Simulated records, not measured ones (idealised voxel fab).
This section sets out a process module, namely voxel ribs on slabs.
Square cell edge 5 nm, section width 290 nm, ID cut.
Cross-section format: a grid of square cells, given as bands from top to bottom; each band is one or more rows of cells. Band: top and bottom heights (nm) first, top before bottom; then materials from left to right, widths in nm. "all across" marks a sole material filling the band edge to edge. "empty" denotes empty space. Height datum 0, below which the as-received substrate wafer is one material. Lowest band open at the bottom, running downward: "z 0 and below". Graded width ("30 to 40"): value in top row of band = first number; value in bottom row = second number; row-to-row change constant. It should be understood that the words "nothing changed", when stated for a given step, signify that the cross-section underwent no change in any of its cells during that step. You'll see "Fully sealed voids" listing empty spaces that have no way open to the top, as long as they're 8 cells or more; the notation is width x height at distance, where the distance is from the left edge, and all of it is in nm. Text after the settings on a step's line: the simulator's own remark on that step. overlay nm: on a step with a mask, how far right of its planned place the mask lay; negative means left.
[List of planned process steps]
1: RECEIVE [material Si]
2: DIRECTIONAL_DEP [material SiO2] [thk nm 25]
3: DIRECTIONAL_DEP [material polySi] [thk nm 20]
4: PATTERN [tone cover] [mask id RIB] [material resist] [width nm 20] [thk nm 15] [overlay nm 0]
5: DIRECTIONAL_ETCH [etch materials polySi] [depth nm 15]
6: STRIP [etch materials resist]
7: PATTERN [tone cover] [mask id SLAB] [material resist] [width nm 80] [thk nm 15] [overlay nm 0]
8: DIRECTIONAL_ETCH [etch materials polySi] [depth nm 5]
9: STRIP [etch materials resist]
10: FILL_DEP [material SiO2] [thk nm 15]
11: CMP [height nm 55]
12: DIRECTIONAL_DEP [material W] [thk nm 10]
13: MASKED_ETCH [tone cover] [mask id HEATER] [width nm 30] [etch materials W] [depth nm 10] [overlay nm 0]
14: CONFORMAL_DEP [material SiN] [thk nm 5]
[Cross-section: wafer on arrival = after step 1]
* z 0 and below: Si all across
* Fully sealed voids: none
[What the wafer looks like in cross-section after this module, when it starts as shown above and follows the plan above but one mistake is made in running it]
* z 70 to 65: 125 nm empty / 40 nm SiN / 125 nm empty
* z 65 to 60: 125 nm empty / 5 nm SiN / 30 nm W / 5 nm SiN / 125 nm empty
* z 60 to 55: 130 nm SiN / 30 nm W / 130 nm SiN
* z 55 to 40: SiO2 all across
* z 40 to 25: 135 nm SiO2 / 20 nm polySi / 135 nm SiO2
* z 25 to 20: 105 nm SiO2 / 80 nm polySi / 105 nm SiO2
* z 20 to 0: SiO2 all across
* z 0 and below: Si all across
* Fully sealed voids: none
what went wrong: step 2 off recipe, ran as DIRECTIONAL_DEP [material SiO2] [thk nm 20]
